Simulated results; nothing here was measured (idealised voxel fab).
Title: Process Module voxel transistor to metal
The figure presents cross-section cut, which has a width of 270 nm and is divided into square cells with an edge length of 5 nm.
Heads up, the way a cross-section reads in here is a grid of square cells, handed over as bands from the top down, with every band being one or more rows of cells. This entry defines a band. It first specifies the height of the band's top and the height of its bottom in nm, and then specifies the band's materials from left to right, stating each material with its width in nm. The word "everywhere" identifies a single material that fills the band from edge to edge, while the word "empty" identifies empty space. We count height from 0. Below that, the starting wafer is all one material. The lowest band never ends at the bottom but goes on down; see "0 and below" for how that is written. Note: "30..40" means the width goes from the first number (top row of the band) to the second number (bottom row) in equal steps per row of cells. Any step labelled "nothing altered" changed none of the cells in the cross-section. "Enclosed internal cavities" contains a list of empty spaces, each no smaller than 8 cells and without an open way to the top, written in the form width x height at distance with the distance from the left edge and all three in nm. Past the settings on a step's line: simulator remark, on that step. Steps that use a mask can have "overlay nm" on their line. It says how far the mask sat to the right of where it was meant to be. Negative means to the left.

Process steps (planned)
1 RECEIVE: material Si
2 CONFORMAL_DEP: material SiO2, thk nm 5
3 CONFORMAL_DEP: material SiN, thk nm 10
4 PATTERN: tone cover, mask id ACTIVE, material resist, width nm 95, pitch nm 125, thk nm 15, overlay nm 0
5 DIRECTIONAL_ETCH: etch materials SiN, depth nm 10
6 DIRECTIONAL_ETCH: etch materials SiO2, depth nm 5
7 DIRECTIONAL_ETCH: etch materials Si, depth nm 20
8 STRIP: etch materials resist
9 FILL_DEP: material SiO2, thk nm 15
10 CMP: height nm 15
11 SELECTIVE_ETCH: etch materials SiO2, depth nm 5
12 STRIP: etch materials SiN
13 SELECTIVE_ETCH: etch materials SiO2, depth nm 5
14 OXIDIZE: depth nm 5
15 DIRECTIONAL_DEP: material polySi, thk nm 25
16 DIRECTIONAL_DEP: material SiCN, thk nm 15
17 PATTERN: tone cover, mask id GATE, material resist, width nm 25, pitch nm 125, thk nm 20, overlay nm 0
18 DIRECTIONAL_ETCH: etch materials SiCN, depth nm 25
19 DIRECTIONAL_ETCH: etch materials polySi, depth nm 35
20 STRIP: etch materials resist
21 CONFORMAL_DEP: material SiO2, thk nm 5
22 DIRECTIONAL_ETCH: etch materials SiO2, depth nm 5
23 CONFORMAL_DEP: material SiN, thk nm 5
24 DIRECTIONAL_ETCH: etch materials SiN, depth nm 5
25 DIRECTIONAL_ETCH: etch materials SiO2, depth nm 5
26 DIRECTIONAL_ETCH: etch materials Si, depth nm 10
27 EPI: material nSi, thk nm 10
28 FILL_DEP: material SiO2, thk nm 10
29 CMP: height nm 40
30 DIRECTIONAL_DEP: material SiO2, thk nm 15
31 DIRECTIONAL_DEP: material aC, thk nm 10
32 PATTERN: tone open, mask id CONTACT, material resist, width nm 15, thk nm 30, overlay nm 0
33 DIRECTIONAL_ETCH: etch materials aC, depth nm 10
34 STRIP: etch materials resist
35 DIRECTIONAL_ETCH: etch materials SiO2, depth nm 50
36 STRIP: etch materials aC
37 CONFORMAL_DEP: material TiN, thk nm 5
38 FILL_DEP: material W, thk nm 10
39 CMP: height nm 55
40 CONFORMAL_DEP: material SiCN, thk nm 5
41 DIRECTIONAL_DEP: material SiO2, thk nm 20
42 DIRECTIONAL_DEP: material aC, thk nm 15
43 PATTERN: tone open, mask id METAL_1, material resist, width nm 15, thk nm 30, overlay nm 0
44 DIRECTIONAL_ETCH: etch materials aC, depth nm 15
45 STRIP: etch materials resist
46 DIRECTIONAL_ETCH: etch materials SiO2, depth nm 20
47 DIRECTIONAL_ETCH: etch materials SiCN, depth nm 5
48 STRIP: etch materials aC
49 CONFORMAL_DEP: material TiN, thk nm 5
50 FILL_DEP: material Cu, thk nm 5
51 CMP: height nm 80
52 EPI: material Ru, thk nm 5
53 FILL_DEP: material SiCN, thk nm 5

First of two wafers: run as planned

Wafer as received: cross-section following step 1
* 0 and below = Si everywhere
* Enclosed internal cavities: none

Presented here is a cross-section of the wafer after step 2 has been performed
* 5 down to 0 = SiO2 everywhere
* below 0: unchanged

Presented here is a cross-section of the wafer after step 3 has been performed
* 15 down to 5 = SiN everywhere
* below 5: unchanged

Presented here is a cross-section of the wafer after step 4 has been performed
* 30 down to 15 = empty=25  resist=95  empty=30  resist=95  empty=25
* below 15: unchanged

Presented here is a cross-section of the wafer after step 5 has been performed
* 30 down to 15 = empty=25  resist=95  empty=30  resist=95  empty=25
* 15 down to 5 = empty=25  SiN=95  empty=30  SiN=95  empty=25
* below 5: unchanged

Presented here is a cross-section of the wafer after step 6 has been performed
* 30 down to 15 = empty=25  resist=95  empty=30  resist=95  empty=25
* 15 down to 5 = empty=25  SiN=95  empty=30  SiN=95  empty=25
* 5 down to 0 = empty=25  SiO2=95  empty=30  SiO2=95  empty=25
* below 0: unchanged

Presented here is a cross-section of the wafer after step 7 has been performed
* 30 down to 15 = empty=25  resist=95  empty=30  resist=95  empty=25
* 15 down to 5 = empty=25  SiN=95  empty=30  SiN=95  empty=25
* 5 down to 0 = empty=25  SiO2=95  empty=30  SiO2=95  empty=25
* 0 down to -20 = empty=25  Si=95  empty=30  Si=95  empty=25
* below -20: unchanged

Presented here is a cross-section of the wafer after step 8 has been performed
* 15 down to 5 = empty=25  SiN=95  empty=30  SiN=95  empty=25
* below 5: unchanged

Presented here is a cross-section of the wafer after step 9 has been performed
* 30 down to 15 = SiO2 everywhere
* 15 down to 5 = SiO2=25  SiN=95  SiO2=30  SiN=95  SiO2=25
* 5 down to 0 = SiO2 everywhere
* 0 down to -20 = SiO2=25  Si=95  SiO2=30  Si=95  SiO2=25
* below -20: unchanged

Presented here is a cross-section of the wafer after step 10 has been performed
* 15 down to 5 = SiO2=25  SiN=95  SiO2=30  SiN=95  SiO2=25
* below 5: unchanged

Presented here is a cross-section of the wafer after step 11 has been performed
* 15 down to 10 = empty=25  SiN=95  empty=30  SiN=95  empty=25
* below 10: unchanged

Presented here is a cross-section of the wafer after step 12 has been performed
* 10 down to 5 = SiO2=25  empty=95  SiO2=30  empty=95  SiO2=25
* below 5: unchanged

Presented here is a cross-section of the wafer after step 13 has been performed
* 5 down to 0 = SiO2=20  empty=105  SiO2=20  empty=105  SiO2=20
* below 0: unchanged

Presented here is a cross-section of the wafer after step 14 has been performed
* 5 down to 0 = SiO2=20  empty=105  SiO2=20  empty=105  SiO2=20
* 0 down to -5 = SiO2 everywhere
* below -5: unchanged

Presented here is a cross-section of the wafer after step 15 has been performed
* 30 down to 25 = polySi=20  empty=105  polySi=20  empty=105  polySi=20
* 25 down to 5 = polySi everywhere
* 5 down to 0 = SiO2=20  polySi=105  SiO2=20  polySi=105  SiO2=20
* below 0: unchanged

Presented here is a cross-section of the wafer after step 16 has been performed
* 45 down to 40 = SiCN=20  empty=105  SiCN=20  empty=105  SiCN=20
* 40 down to 30 = SiCN everywhere
* 30 down to 25 = polySi=20  SiCN=105  polySi=20  SiCN=105  polySi=20
* below 25: unchanged

Presented here is a cross-section of the wafer after step 17 has been performed
* 65 down to 45 = empty=60  resist=25  empty=100  resist=25  empty=60
* 45 down to 40 = SiCN=20  empty=40  resist=25  empty=40  SiCN=20  empty=40  resist=25  empty=40  SiCN=20
* below 40: unchanged

Presented here is a cross-section of the wafer after step 18 has been performed
* 65 down to 40 = empty=60  resist=25  empty=100  resist=25  empty=60
* 40 down to 30 = empty=60  SiCN=25  empty=100  SiCN=25  empty=60
* 30 down to 25 = polySi=20  empty=40  SiCN=25  empty=40  polySi=20  empty=40  SiCN=25  empty=40  polySi=20
* below 25: unchanged

Presented here is a cross-section of the wafer after step 19 has been performed
* 65 down to 40 = empty=60  resist=25  empty=100  resist=25  empty=60
* 40 down to 25 = empty=60  SiCN=25  empty=100  SiCN=25  empty=60
* 25 down to 5 = empty=60  polySi=25  empty=100  polySi=25  empty=60
* 5 down to 0 = SiO2=20  empty=40  polySi=25  empty=40  SiO2=20  empty=40  polySi=25  empty=40  SiO2=20
* below 0: unchanged

Presented here is a cross-section of the wafer after step 20 has been performed
* 40 down to 25 = empty=60  SiCN=25  empty=100  SiCN=25  empty=60
* below 25: unchanged

Presented here is a cross-section of the wafer after step 21 has been performed
* 45 down to 40 = empty=55  SiO2=35  empty=90  SiO2=35  empty=55
* 40 down to 25 = empty=55  SiO2=5  SiCN=25  SiO2=5  empty=90  SiO2=5  SiCN=25  SiO2=5  empty=55
* 25 down to 10 = empty=55  SiO2=5  polySi=25  SiO2=5  empty=90  SiO2=5  polySi=25  SiO2=5  empty=55
* 10 down to 5 = SiO2=25  empty=30  SiO2=5  polySi=25  SiO2=5  empty=30  SiO2=30  empty=30  SiO2=5  polySi=25  SiO2=5  empty=30  SiO2=25
* 5 down to 0 = SiO2=60  polySi=25  SiO2=100  polySi=25  SiO2=60
* below 0: unchanged

Presented here is a cross-section of the wafer after step 22 has been performed
* 40 down to 25 = empty=55  SiO2=5  SiCN=25  SiO2=5  empty=90  SiO2=5  SiCN=25  SiO2=5  empty=55
* 25 down to 5 = empty=55  SiO2=5  polySi=25  SiO2=5  empty=90  SiO2=5  polySi=25  SiO2=5  empty=55
* 5 down to 0 = SiO2=25  empty=30  SiO2=5  polySi=25  SiO2=5  empty=30  SiO2=30  empty=30  SiO2=5  polySi=25  SiO2=5  empty=30  SiO2=25
* below 0: unchanged

Presented here is a cross-section of the wafer after step 23 has been performed
* 45 down to 40 = empty=50  SiN=45  empty=80  SiN=45  empty=50
* 40 down to 25 = empty=50  SiN=5  SiO2=5  SiCN=25  SiO2=5  SiN=5  empty=80  SiN=5  SiO2=5  SiCN=25  SiO2=5  SiN=5  empty=50
* 25 down to 10 = empty=50  SiN=5  SiO2=5  polySi=25  SiO2=5  SiN=5  empty=80  SiN=5  SiO2=5  polySi=25  SiO2=5  SiN=5  empty=50
* 10 down to 5 = SiN=30  empty=20  SiN=5  SiO2=5  polySi=25  SiO2=5  SiN=5  empty=20  SiN=40  empty=20  SiN=5  SiO2=5  polySi=25  SiO2=5  SiN=5  empty=20  SiN=30
* 5 down to 0 = SiO2=25  SiN=30  SiO2=5  polySi=25  SiO2=5  SiN=30  SiO2=30  SiN=30  SiO2=5  polySi=25  SiO2=5  SiN=30  SiO2=25
* below 0: unchanged

Presented here is a cross-section of the wafer after step 24 has been performed
* 40 down to 25 = empty=50  SiN=5  SiO2=5  SiCN=25  SiO2=5  SiN=5  empty=80  SiN=5  SiO2=5  SiCN=25  SiO2=5  SiN=5  empty=50
* 25 down to 5 = empty=50  SiN=5  SiO2=5  polySi=25  SiO2=5  SiN=5  empty=80  SiN=5  SiO2=5  polySi=25  SiO2=5  SiN=5  empty=50
* 5 down to 0 = SiO2=25  SiN=5  empty=20  SiN=5  SiO2=5  polySi=25  SiO2=5  SiN=5  empty=20  SiN=5  SiO2=30  SiN=5  empty=20  SiN=5  SiO2=5  polySi=25  SiO2=5  SiN=5  empty=20  SiN=5  SiO2=25
* below 0: unchanged

Presented here is a cross-section of the wafer after step 25 has been performed
* 40 down to 35 = empty=50  SiN=5  empty=5  SiCN=25  empty=5  SiN=5  empty=80  SiN=5  empty=5  SiCN=25  empty=5  SiN=5  empty=50
* 35 down to 25 = empty=50  SiN=5  SiO2=5  SiCN=25  SiO2=5  SiN=5  empty=80  SiN=5  SiO2=5  SiCN=25  SiO2=5  SiN=5  empty=50
* 25 down to 5 = empty=50  SiN=5  SiO2=5  polySi=25  SiO2=5  SiN=5  empty=80  SiN=5  SiO2=5  polySi=25  SiO2=5  SiN=5  empty=50
* 5 down to 0 = empty=25  SiN=5  empty=20  SiN=5  SiO2=5  polySi=25  SiO2=5  SiN=5  empty=20  SiN=5  empty=30  SiN=5  empty=20  SiN=5  SiO2=5  polySi=25  SiO2=5  SiN=5  empty=20  SiN=5  empty=25
* 0 down to -5 = SiO2=30  empty=20  SiO2=45  empty=20  SiO2=40  empty=20  SiO2=45  empty=20  SiO2=30
* below -5: unchanged

Presented here is a cross-section of the wafer after step 26 has been performed
* 40 down to 35 = empty=50  SiN=5  empty=5  SiCN=25  empty=5  SiN=5  empty=80  SiN=5  empty=5  SiCN=25  empty=5  SiN=5  empty=50
* 35 down to 25 = empty=50  SiN=5  SiO2=5  SiCN=25  SiO2=5  SiN=5  empty=80  SiN=5  SiO2=5  SiCN=25  SiO2=5  SiN=5  empty=50
* 25 down to 5 = empty=50  SiN=5  SiO2=5  polySi=25  SiO2=5  SiN=5  empty=80  SiN=5  SiO2=5  polySi=25  SiO2=5  SiN=5  empty=50
* 5 down to 0 = empty=25  SiN=5  empty=20  SiN=5  SiO2=5  polySi=25  SiO2=5  SiN=5  empty=20  SiN=5  empty=30  SiN=5  empty=20  SiN=5  SiO2=5  polySi=25  SiO2=5  SiN=5  empty=20  SiN=5  empty=25
* 0 down to -5 = SiO2=30  empty=20  SiO2=45  empty=20  SiO2=40  empty=20  SiO2=45  empty=20  SiO2=30
* -5 down to -15 = SiO2=25  Si=5  empty=20  Si=45  empty=20  Si=5  SiO2=30  Si=5  empty=20  Si=45  empty=20  Si=5  SiO2=25
* below -15: unchanged

Presented here is a cross-section of the wafer after step 27 has been performed
* 40 down to 35 = empty=50  SiN=5  empty=5  SiCN=25  empty=5  SiN=5  empty=80  SiN=5  empty=5  SiCN=25  empty=5  SiN=5  empty=50
* 35 down to 25 = empty=50  SiN=5  SiO2=5  SiCN=25  SiO2=5  SiN=5  empty=80  SiN=5  SiO2=5  SiCN=25  SiO2=5  SiN=5  empty=50
* 25 down to 5 = empty=50  SiN=5  SiO2=5  polySi=25  SiO2=5  SiN=5  empty=80  SiN=5  SiO2=5  polySi=25  SiO2=5  SiN=5  empty=50
* 5 down to 0 = empty=25  SiN=5  nSi=20  SiN=5  SiO2=5  polySi=25  SiO2=5  SiN=5  nSi=20  SiN=5  empty=30  SiN=5  nSi=20  SiN=5  SiO2=5  polySi=25  SiO2=5  SiN=5  nSi=20  SiN=5  empty=25
* 0 down to -5 = SiO2=30  nSi=20  SiO2=45  nSi=20  SiO2=40  nSi=20  SiO2=45  nSi=20  SiO2=30
* -5 down to -15 = SiO2=25  Si=5  nSi=20  Si=45  nSi=20  Si=5  SiO2=30  Si=5  nSi=20  Si=45  nSi=20  Si=5  SiO2=25
* below -15: unchanged

Presented here is a cross-section of the wafer after step 28 has been performed
* 50 down to 40 = SiO2 everywhere
* 40 down to 25 = SiO2=50  SiN=5  SiO2=5  SiCN=25  SiO2=5  SiN=5  SiO2=80  SiN=5  SiO2=5  SiCN=25  SiO2=5  SiN=5  SiO2=50
* 25 down to 5 = SiO2=50  SiN=5  SiO2=5  polySi=25  SiO2=5  SiN=5  SiO2=80  SiN=5  SiO2=5  polySi=25  SiO2=5  SiN=5  SiO2=50
* 5 down to 0 = SiO2=25  SiN=5  nSi=20  SiN=5  SiO2=5  polySi=25  SiO2=5  SiN=5  nSi=20  SiN=5  SiO2=30  SiN=5  nSi=20  SiN=5  SiO2=5  polySi=25  SiO2=5  SiN=5  nSi=20  SiN=5  SiO2=25
* below 0: unchanged

Presented here is a cross-section of the wafer after step 29 has been performed
* 40 down to 25 = SiO2=50  SiN=5  SiO2=5  SiCN=25  SiO2=5  SiN=5  SiO2=80  SiN=5  SiO2=5  SiCN=25  SiO2=5  SiN=5  SiO2=50
* below 25: unchanged

Presented here is a cross-section of the wafer after step 30 has been performed
* 55 down to 40 = SiO2 everywhere
* below 40: unchanged

Presented here is a cross-section of the wafer after step 31 has been performed
* 65 down to 55 = aC everywhere
* below 55: unchanged

Presented here is a cross-section of the wafer after step 32 has been performed
* 95 down to 65 = resist=30  empty=15  resist=55  empty=15  resist=40  empty=15  resist=55  empty=15  resist=30
* below 65: unchanged

Presented here is a cross-section of the wafer after step 33 has been performed
* 85 down to 65 = resist=30  empty=15  resist=55  empty=15  resist=40  empty=15  resist=55  empty=15  resist=30
* 65 down to 55 = aC=30  empty=15  aC=55  empty=15  aC=40  empty=15  aC=55  empty=15  aC=30
* below 55: unchanged

Presented here is a cross-section of the wafer after step 34 has been performed
* 65 down to 55 = aC=30  empty=15  aC=55  empty=15  aC=40  empty=15  aC=55  empty=15  aC=30
* below 55: unchanged

Presented here is a cross-section of the wafer after step 35 has been performed
* 65 down to 55 = aC=30  empty=15  aC=55  empty=15  aC=40  empty=15  aC=55  empty=15  aC=30
* 55 down to 40 = SiO2=30  empty=15  SiO2=55  empty=15  SiO2=40  empty=15  SiO2=55  empty=15  SiO2=30
* 40 down to 25 = SiO2=30  empty=15  SiO2=5  SiN=5  SiO2=5  SiCN=25  SiO2=5  SiN=5  SiO2=5  empty=15  SiO2=40  empty=15  SiO2=5  SiN=5  SiO2=5  SiCN=25  SiO2=5  SiN=5  SiO2=5  empty=15  SiO2=30
* 25 down to 5 = SiO2=30  empty=15  SiO2=5  SiN=5  SiO2=5  polySi=25  SiO2=5  SiN=5  SiO2=5  empty=15  SiO2=40  empty=15  SiO2=5  SiN=5  SiO2=5  polySi=25  SiO2=5  SiN=5  SiO2=5  empty=15  SiO2=30
* below 5: unchanged

Presented here is a cross-section of the wafer after step 36 has been performed
* 55 down to 40 = SiO2=30  empty=15  SiO2=55  empty=15  SiO2=40  empty=15  SiO2=55  empty=15  SiO2=30
* below 40: unchanged

Presented here is a cross-section of the wafer after step 37 has been performed
* 60 down to 55 = TiN=35  empty=5  TiN=65  empty=5  TiN=50  empty=5  TiN=65  empty=5  TiN=35
* 55 down to 40 = SiO2=30  TiN=5  empty=5  TiN=5  SiO2=55  TiN=5  empty=5  TiN=5  SiO2=40  TiN=5  empty=5  TiN=5  SiO2=55  TiN=5  empty=5  TiN=5  SiO2=30
* 40 down to 25 = SiO2=30  TiN=5  empty=5  TiN=5  SiO2=5  SiN=5  SiO2=5  SiCN=25  SiO2=5  SiN=5  SiO2=5  TiN=5  empty=5  TiN=5  SiO2=40  TiN=5  empty=5  TiN=5  SiO2=5  SiN=5  SiO2=5  SiCN=25  SiO2=5  SiN=5  SiO2=5  TiN=5  empty=5  TiN=5  SiO2=30
* 25 down to 10 = SiO2=30  TiN=5  empty=5  TiN=5  SiO2=5  SiN=5  SiO2=5  polySi=25  SiO2=5  SiN=5  SiO2=5  TiN=5  empty=5  TiN=5  SiO2=40  TiN=5  empty=5  TiN=5  SiO2=5  SiN=5  SiO2=5  polySi=25  SiO2=5  SiN=5  SiO2=5  TiN=5  empty=5  TiN=5  SiO2=30
* 10 down to 5 = SiO2=30  TiN=15  SiO2=5  SiN=5  SiO2=5  polySi=25  SiO2=5  SiN=5  SiO2=5  TiN=15  SiO2=40  TiN=15  SiO2=5  SiN=5  SiO2=5  polySi=25  SiO2=5  SiN=5  SiO2=5  TiN=15  SiO2=30
* below 5: unchanged

Presented here is a cross-section of the wafer after step 38 has been performed
* 70 down to 60 = W everywhere
* 60 down to 55 = TiN=35  W=5  TiN=65  W=5  TiN=50  W=5  TiN=65  W=5  TiN=35
* 55 down to 40 = SiO2=30  TiN=5  W=5  TiN=5  SiO2=55  TiN=5  W=5  TiN=5  SiO2=40  TiN=5  W=5  TiN=5  SiO2=55  TiN=5  W=5  TiN=5  SiO2=30
* 40 down to 25 = SiO2=30  TiN=5  W=5  TiN=5  SiO2=5  SiN=5  SiO2=5  SiCN=25  SiO2=5  SiN=5  SiO2=5  TiN=5  W=5  TiN=5  SiO2=40  TiN=5  W=5  TiN=5  SiO2=5  SiN=5  SiO2=5  SiCN=25  SiO2=5  SiN=5  SiO2=5  TiN=5  W=5  TiN=5  SiO2=30
* 25 down to 10 = SiO2=30  TiN=5  W=5  TiN=5  SiO2=5  SiN=5  SiO2=5  polySi=25  SiO2=5  SiN=5  SiO2=5  TiN=5  W=5  TiN=5  SiO2=40  TiN=5  W=5  TiN=5  SiO2=5  SiN=5  SiO2=5  polySi=25  SiO2=5  SiN=5  SiO2=5  TiN=5  W=5  TiN=5  SiO2=30
* below 10: unchanged

Presented here is a cross-section of the wafer after step 39 has been performed
* 55 down to 40 = SiO2=30  TiN=5  W=5  TiN=5  SiO2=55  TiN=5  W=5  TiN=5  SiO2=40  TiN=5  W=5  TiN=5  SiO2=55  TiN=5  W=5  TiN=5  SiO2=30
* below 40: unchanged

Presented here is a cross-section of the wafer after step 40 has been performed
* 60 down to 55 = SiCN everywhere
* below 55: unchanged

Presented here is a cross-section of the wafer after step 41 has been performed
* 80 down to 60 = SiO2 everywhere
* below 60: unchanged

Presented here is a cross-section of the wafer after step 42 has been performed
* 95 down to 80 = aC everywhere
* below 80: unchanged

Presented here is a cross-section of the wafer after step 43 has been performed
* 125 down to 95 = resist=30  empty=15  resist=55  empty=15  resist=40  empty=15  resist=55  empty=15  resist=30
* below 95: unchanged

Presented here is a cross-section of the wafer after step 44 has been performed
* 110 down to 95 = resist=30  empty=15  resist=55  empty=15  resist=40  empty=15  resist=55  empty=15  resist=30
* 95 down to 80 = aC=30  empty=15  aC=55  empty=15  aC=40  empty=15  aC=55  empty=15  aC=30
* below 80: unchanged

Presented here is a cross-section of the wafer after step 45 has been performed
* 95 down to 80 = aC=30  empty=15  aC=55  empty=15  aC=40  empty=15  aC=55  empty=15  aC=30
* below 80: unchanged

Presented here is a cross-section of the wafer after step 46 has been performed
* 95 down to 80 = aC=30  empty=15  aC=55  empty=15  aC=40  empty=15  aC=55  empty=15  aC=30
* 80 down to 60 = SiO2=30  empty=15  SiO2=55  empty=15  SiO2=40  empty=15  SiO2=55  empty=15  SiO2=30
* below 60: unchanged

Presented here is a cross-section of the wafer after step 47 has been performed
* 95 down to 80 = aC=30  empty=15  aC=55  empty=15  aC=40  empty=15  aC=55  empty=15  aC=30
* 80 down to 60 = SiO2=30  empty=15  SiO2=55  empty=15  SiO2=40  empty=15  SiO2=55  empty=15  SiO2=30
* 60 down to 55 = SiCN=30  empty=15  SiCN=55  empty=15  SiCN=40  empty=15  SiCN=55  empty=15  SiCN=30
* below 55: unchanged

Presented here is a cross-section of the wafer after step 48 has been performed
* 80 down to 60 = SiO2=30  empty=15  SiO2=55  empty=15  SiO2=40  empty=15  SiO2=55  empty=15  SiO2=30
* below 60: unchanged

Presented here is a cross-section of the wafer after step 49 has been performed
* 85 down to 80 = TiN=35  empty=5  TiN=65  empty=5  TiN=50  empty=5  TiN=65  empty=5  TiN=35
* 80 down to 60 = SiO2=30  TiN=5  empty=5  TiN=5  SiO2=55  TiN=5  empty=5  TiN=5  SiO2=40  TiN=5  empty=5  TiN=5  SiO2=55  TiN=5  empty=5  TiN=5  SiO2=30
* 60 down to 55 = SiCN=30  TiN=15  SiCN=55  TiN=15  SiCN=40  TiN=15  SiCN=55  TiN=15  SiCN=30
* below 55: unchanged

Presented here is a cross-section of the wafer after step 50 has been performed
* 90 down to 85 = Cu everywhere
* 85 down to 80 = TiN=35  Cu=5  TiN=65  Cu=5  TiN=50  Cu=5  TiN=65  Cu=5  TiN=35
* 80 down to 60 = SiO2=30  TiN=5  Cu=5  TiN=5  SiO2=55  TiN=5  Cu=5  TiN=5  SiO2=40  TiN=5  Cu=5  TiN=5  SiO2=55  TiN=5  Cu=5  TiN=5  SiO2=30
* below 60: unchanged

Presented here is a cross-section of the wafer after step 51 has been performed
* 80 down to 60 = SiO2=30  TiN=5  Cu=5  TiN=5  SiO2=55  TiN=5  Cu=5  TiN=5  SiO2=40  TiN=5  Cu=5  TiN=5  SiO2=55  TiN=5  Cu=5  TiN=5  SiO2=30
* below 60: unchanged

Presented here is a cross-section of the wafer after step 52 has been performed
* 85 down to 80 = empty=25  Ru=25  empty=45  Ru=25  empty=30  Ru=25  empty=45  Ru=25  empty=25
* below 80: unchanged

Presented here is a cross-section of the wafer after step 53 has been performed
* 90 down to 85 = SiCN everywhere
* 85 down to 80 = SiCN=25  Ru=25  SiCN=45  Ru=25  SiCN=30  Ru=25  SiCN=45  Ru=25  SiCN=25
* below 80: unchanged

The remaining wafer, second of the two, started like the first and was run to the same plan, except that one mistake was made along the way; the two coincide through step 37, inclusive

What the second wafer looks like in cross-section when step 38 should have wrapped up
* 70 down to 60 = SiCN everywhere
* 60 down to 55 = TiN=35  SiCN=5  TiN=65  SiCN=5  TiN=50  SiCN=5  TiN=65  SiCN=5  TiN=35
* 55 down to 40 = SiO2=30  TiN=5  SiCN=5  TiN=5  SiO2=55  TiN=5  SiCN=5  TiN=5  SiO2=40  TiN=5  SiCN=5  TiN=5  SiO2=55  TiN=5  SiCN=5  TiN=5  SiO2=30
* 40 down to 25 = SiO2=30  TiN=5  SiCN=5  TiN=5  SiO2=5  SiN=5  SiO2=5  SiCN=25  SiO2=5  SiN=5  SiO2=5  TiN=5  SiCN=5  TiN=5  SiO2=40  TiN=5  SiCN=5  TiN=5  SiO2=5  SiN=5  SiO2=5  SiCN=25  SiO2=5  SiN=5  SiO2=5  TiN=5  SiCN=5  TiN=5  SiO2=30
* 25 down to 10 = SiO2=30  TiN=5  SiCN=5  TiN=5  SiO2=5  SiN=5  SiO2=5  polySi=25  SiO2=5  SiN=5  SiO2=5  TiN=5  SiCN=5  TiN=5  SiO2=40  TiN=5  SiCN=5  TiN=5  SiO2=5  SiN=5  SiO2=5  polySi=25  SiO2=5  SiN=5  SiO2=5  TiN=5  SiCN=5  TiN=5  SiO2=30
* below 10: unchanged

What the second wafer looks like in cross-section when step 39 should have wrapped up
* 55 down to 40 = SiO2=30  TiN=5  SiCN=5  TiN=5  SiO2=55  TiN=5  SiCN=5  TiN=5  SiO2=40  TiN=5  SiCN=5  TiN=5  SiO2=55  TiN=5  SiCN=5  TiN=5  SiO2=30
* below 40: unchanged

What the second wafer looks like in cross-section when step 40 should have wrapped up
* 60 down to 55 = SiCN everywhere
* below 55: unchanged

What the second wafer looks like in cross-section when step 41 should have wrapped up
* 80 down to 60 = SiO2 everywhere
* below 60: unchanged

What the second wafer looks like in cross-section when step 42 should have wrapped up
* 95 down to 80 = aC everywhere
* below 80: unchanged

What the second wafer looks like in cross-section when step 43 should have wrapped up
* 125 down to 95 = resist=30  empty=15  resist=55  empty=15  resist=40  empty=15  resist=55  empty=15  resist=30
* below 95: unchanged

What the second wafer looks like in cross-section when step 44 should have wrapped up
* 110 down to 95 = resist=30  empty=15  resist=55  empty=15  resist=40  empty=15  resist=55  empty=15  resist=30
* 95 down to 80 = aC=30  empty=15  aC=55  empty=15  aC=40  empty=15  aC=55  empty=15  aC=30
* below 80: unchanged

What the second wafer looks like in cross-section when step 45 should have wrapped up
* 95 down to 80 = aC=30  empty=15  aC=55  empty=15  aC=40  empty=15  aC=55  empty=15  aC=30
* below 80: unchanged

What the second wafer looks like in cross-section when step 46 should have wrapped up
* 95 down to 80 = aC=30  empty=15  aC=55  empty=15  aC=40  empty=15  aC=55  empty=15  aC=30
* 80 down to 60 = SiO2=30  empty=15  SiO2=55  empty=15  SiO2=40  empty=15  SiO2=55  empty=15  SiO2=30
* below 60: unchanged

What the second wafer looks like in cross-section when step 47 should have wrapped up
* 95 down to 80 = aC=30  empty=15  aC=55  empty=15  aC=40  empty=15  aC=55  empty=15  aC=30
* 80 down to 60 = SiO2=30  empty=15  SiO2=55  empty=15  SiO2=40  empty=15  SiO2=55  empty=15  SiO2=30
* 60 down to 55 = SiCN=30  empty=15  SiCN=55  empty=15  SiCN=40  empty=15  SiCN=55  empty=15  SiCN=30
* below 55: unchanged

What the second wafer looks like in cross-section when step 48 should have wrapped up
* 80 down to 60 = SiO2=30  empty=15  SiO2=55  empty=15  SiO2=40  empty=15  SiO2=55  empty=15  SiO2=30
* below 60: unchanged

What the second wafer looks like in cross-section when step 49 should have wrapped up
* 85 down to 80 = TiN=35  empty=5  TiN=65  empty=5  TiN=50  empty=5  TiN=65  empty=5  TiN=35
* 80 down to 60 = SiO2=30  TiN=5  empty=5  TiN=5  SiO2=55  TiN=5  empty=5  TiN=5  SiO2=40  TiN=5  empty=5  TiN=5  SiO2=55  TiN=5  empty=5  TiN=5  SiO2=30
* 60 down to 55 = SiCN=30  TiN=15  SiCN=55  TiN=15  SiCN=40  TiN=15  SiCN=55  TiN=15  SiCN=30
* below 55: unchanged

What the second wafer looks like in cross-section when step 50 should have wrapped up
* 90 down to 85 = Cu everywhere
* 85 down to 80 = TiN=35  Cu=5  TiN=65  Cu=5  TiN=50  Cu=5  TiN=65  Cu=5  TiN=35
* 80 down to 60 = SiO2=30  TiN=5  Cu=5  TiN=5  SiO2=55  TiN=5  Cu=5  TiN=5  SiO2=40  TiN=5  Cu=5  TiN=5  SiO2=55  TiN=5  Cu=5  TiN=5  SiO2=30
* below 60: unchanged

What the second wafer looks like in cross-section when step 51 should have wrapped up
* 80 down to 60 = SiO2=30  TiN=5  Cu=5  TiN=5  SiO2=55  TiN=5  Cu=5  TiN=5  SiO2=40  TiN=5  Cu=5  TiN=5  SiO2=55  TiN=5  Cu=5  TiN=5  SiO2=30
* below 60: unchanged

What the second wafer looks like in cross-section when step 52 should have wrapped up
* 85 down to 80 = empty=25  Ru=25  empty=45  Ru=25  empty=30  Ru=25  empty=45  Ru=25  empty=25
* below 80: unchanged

What the second wafer looks like in cross-section when step 53 should have wrapped up
* 90 down to 85 = SiCN everywhere
* 85 down to 80 = SiCN=25  Ru=25  SiCN=45  Ru=25  SiCN=30  Ru=25  SiCN=45  Ru=25  SiCN=25
* below 80: unchanged
Diagnosis: it should be noted that step 38 was executed with settings other than those planned, the operation and settings actually applied being FILL_DEP: material SiCN, thk nm 10
at the end the second wafer has, in cells: SiCN: 36 more, W: 36 fewer
